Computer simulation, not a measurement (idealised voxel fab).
Module name: voxel gate over fins (process module)
We display cut, a cross-section 255 nm in width whose square cells are each 5 nm.
When this document writes out a cross-section, it uses a grid of square cells and lists it as bands, beginning at the top and moving down, with a band standing for one or more rows of cells.
Band: top height; bottom height; in nm. Then, left to right: material with width in nm, for each material. "everywhere": a single material spanning edge to edge. "air": empty space.
Heights are expressed relative to 0, this being the level below which the as-received wafer comprises one material exclusively. The lowest band is unbounded in the downward direction and is denoted as in "z 0 and below".
Read "30..40" as a graded width: first number on top, second number at the bottom, same change between each pair of neighbouring rows.
Reading "remained unchanged" for a step: not a cell of the cross-section changed in it.
The label "Listed closed voids" introduces a list of the empty spaces, 8 cells or larger, that have no open way up to the top; each entry in it reads width x height at distance, where the distance is taken from the left edge and all three are stated in nm.
Text after the settings on a step's line: the simulator's own remark on that step.
For masked steps, "overlay nm" on the step line gives how far right of plan the mask actually lay; a minus sign means it lay to the left.
# Process steps foreseen in the plan
1) op RECEIVE | material Si
2) op CONFORMAL_DEP | material SiN | thk nm 10
3) op DIRECTIONAL_DEP | material aC | thk nm 10
4) op PATTERN | tone cover | mask id FINS | material resist | width nm 15 | pitch nm 50 | thk nm 30 | overlay nm 0
5) op DIRECTIONAL_ETCH | etch materials aC | depth nm 10
6) op STRIP | etch materials resist
7) op DIRECTIONAL_ETCH | etch materials SiN | depth nm 10
8) op DIRECTIONAL_ETCH | etch materials Si | depth nm 35
9) op STRIP | etch materials aC
10) op OXIDIZE | depth nm 5
11) op FILL_DEP | material SiO2 | thk nm 5
12) op CMP | height nm 10
13) op DIRECTIONAL_DEP | material aC | thk nm 15
14) op PATTERN | tone open | mask id RAIL | material resist | width nm 15 | thk nm 35 | overlay nm 0
15) op DIRECTIONAL_ETCH | etch materials aC | depth nm 15
16) op STRIP | etch materials resist
17) op DIRECTIONAL_ETCH | etch materials SiO2 | depth nm 40
18) op STRIP | etch materials aC
19) op CONFORMAL_DEP | material TiN | thk nm 5
20) op FILL_DEP | material Ru | thk nm 10
21) op CMP | height nm 10
22) op SELECTIVE_ETCH | etch materials W Ru TiN | depth nm 35
23) op FILL_DEP | material SiO2 | thk nm 5
24) op CMP | height nm 10
25) op SELECTIVE_ETCH | etch materials SiO2 | depth nm 25
26) op STRIP | etch materials SiN
27) op CONFORMAL_DEP | material HfO2 | thk nm 5
28) op CONFORMAL_DEP | material TiN | thk nm 5
29) op CONFORMAL_DEP | material TiAl | thk nm 5
30) op CONFORMAL_DEP | material TiN | thk nm 5
31) op FILL_DEP | material W | thk nm 10
32) op CMP | height nm 25
33) op CONFORMAL_DEP | material SiCN | thk nm 10
# As-received wafer cross-section (after step 1)
z 0 and below | Si everywhere
Listed closed voids: none
# Same starting wafer, same plan as above, one mistake in the execution; this is the cross-section at the end of the module
z 40 to 25 | SiCN everywhere
z 25 to 20 | W everywhere
z 20 to 15 | W=55, TiN=45, W=5, TiN=45, W=5, TiN=45, W=55
z 15 to 10 | W=55, TiN=5, TiAl=35, TiN=5, W=5, TiN=5, TiAl=35, TiN=5, W=5, TiN=5, TiAl=35, TiN=5, W=55
z 10 to 5 | W=55, TiN=5, TiAl=5, TiN=25, TiAl=5, TiN=5, W=5, TiN=5, TiAl=5, TiN=25, TiAl=5, TiN=5, W=5, TiN=5, TiAl=5, TiN=25, TiAl=5, TiN=5, W=55
z 5 to 0 | TiN=60, TiAl=5, TiN=5, HfO2=15, TiN=5, TiAl=5, TiN=15, TiAl=5, TiN=5, HfO2=15, TiN=5, TiAl=5, TiN=15, TiAl=5, TiN=5, HfO2=15, TiN=5, TiAl=5, TiN=60
z 0 to -5 | TiAl=65, TiN=5, HfO2=5, Si=5, HfO2=5, TiN=5, TiAl=25, TiN=5, HfO2=5, Si=5, HfO2=5, TiN=5, TiAl=25, TiN=5, HfO2=5, Si=5, HfO2=5, TiN=5, TiAl=65
z -5 to -10 | TiN=70, HfO2=5, Si=5, HfO2=5, TiN=35, HfO2=5, Si=5, HfO2=5, TiN=35, HfO2=5, Si=5, HfO2=5, TiN=70
z -10 to -15 | HfO2=75, Si=5, HfO2=45, Si=5, HfO2=45, Si=5, HfO2=75
z -15 to -25 | SiO2=75, Si=5, SiO2=45, Si=5, SiO2=45, Si=5, SiO2=75
z -25 to -30 | SiO2=75, Si=5, SiO2=15, TiN=15, SiO2=15, Si=5, SiO2=45, Si=5, SiO2=75
z -30 to -40 | SiO2=75, Si=5, SiO2=45, Si=5, SiO2=45, Si=5, SiO2=75
z -40 and below | Si everywhere
Listed closed voids: none
Want to know what went wrong? step 33 went in with a setting other than planned; the actual run was op CONFORMAL_DEP | material SiCN | thk nm 15
